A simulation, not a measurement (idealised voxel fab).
process module | voxel self aligned contacts
cross-section cut | 185 nm wide | cells 5 nm
A cross-section is a grid of square cells, given in bands from the top down. A band is one or more rows of cells.
Each band's line starts with the height of the band's top and of its bottom, in nm. Then come its materials from left to right, each with its width in nm. One material with "throughout" fills the band from edge to edge. "air" is empty space.
Height 0 is the level under which the wafer as received is all one material. The lowest band goes on downwards, as in "0 down".
A width such as "30 to 40" changes by the same amount from each row of cells to the next, from the band's top row to its bottom row.
"no change" after a step means that no cell of the cross-section changed.
closed voids: empty space of 8 cells or more with no open way to the top, each as width x height at its distance from the left edge, in nm
after a step's settings: what the simulator itself notes on the step
overlay nm, on a step with a mask: how far to the right of its planned place the mask lay; to the left if negative
plan
1 op RECEIVE | material Si
2 op CONFORMAL_DEP | material SiO2 | thk nm 5
3 op DIRECTIONAL_DEP | material polySi | thk nm 30
4 op DIRECTIONAL_DEP | material SiN | thk nm 20
5 op PATTERN | tone cover | mask id GATE | material resist | width nm 25 | pitch nm 60 | thk nm 20 | overlay nm 0
6 op DIRECTIONAL_ETCH | etch materials SiN | depth nm 20
7 op DIRECTIONAL_ETCH | etch materials polySi | depth nm 30
8 op STRIP | etch materials resist
9 op CONFORMAL_DEP | material SiN | thk nm 10
10 op DIRECTIONAL_ETCH | etch materials SiN | depth nm 10
11 op FILL_DEP | material SiO2 | thk nm 20
12 op CMP | height nm 65
13 op PATTERN | tone open | mask id CONTACT | material resist | width nm 45 | thk nm 15 | overlay nm 0
14 op DIRECTIONAL_ETCH | etch materials SiO2 | depth nm 65
15 op STRIP | etch materials resist
16 op CONFORMAL_DEP | material TiN | thk nm 5
17 op FILL_DEP | material W | thk nm 5
18 op CMP | height nm 65
19 op CONFORMAL_DEP | material SiCN | thk nm 5
as received, after step 1
  0 down: Si throughout
  closed voids: none
a wafer at the end: this start, this plan, one mistake
  70 to 65: SiCN throughout
  65 to 55: SiO2 70 | TiN 5 to 20 | W 35 to 5 | TiN 5 to 20 | SiO2 70
  55 to 30: SiO2 40 | SiN 10 | polySi 25 | SiN 10 | TiN 5 | W 5 | TiN 5 | SiN 10 | polySi 25 | SiN 10 | SiO2 40
  30 to 25: SiO2 40 | SiN 10 | polySi 25 | SiN 10 | TiN 15 | SiN 10 | polySi 25 | SiN 10 | SiO2 40
  25 to 5: SiN throughout
  5 to 0: SiO2 throughout
  0 down: Si throughout
  closed voids: none
what went wrong: steps 3 and 4 were swapped
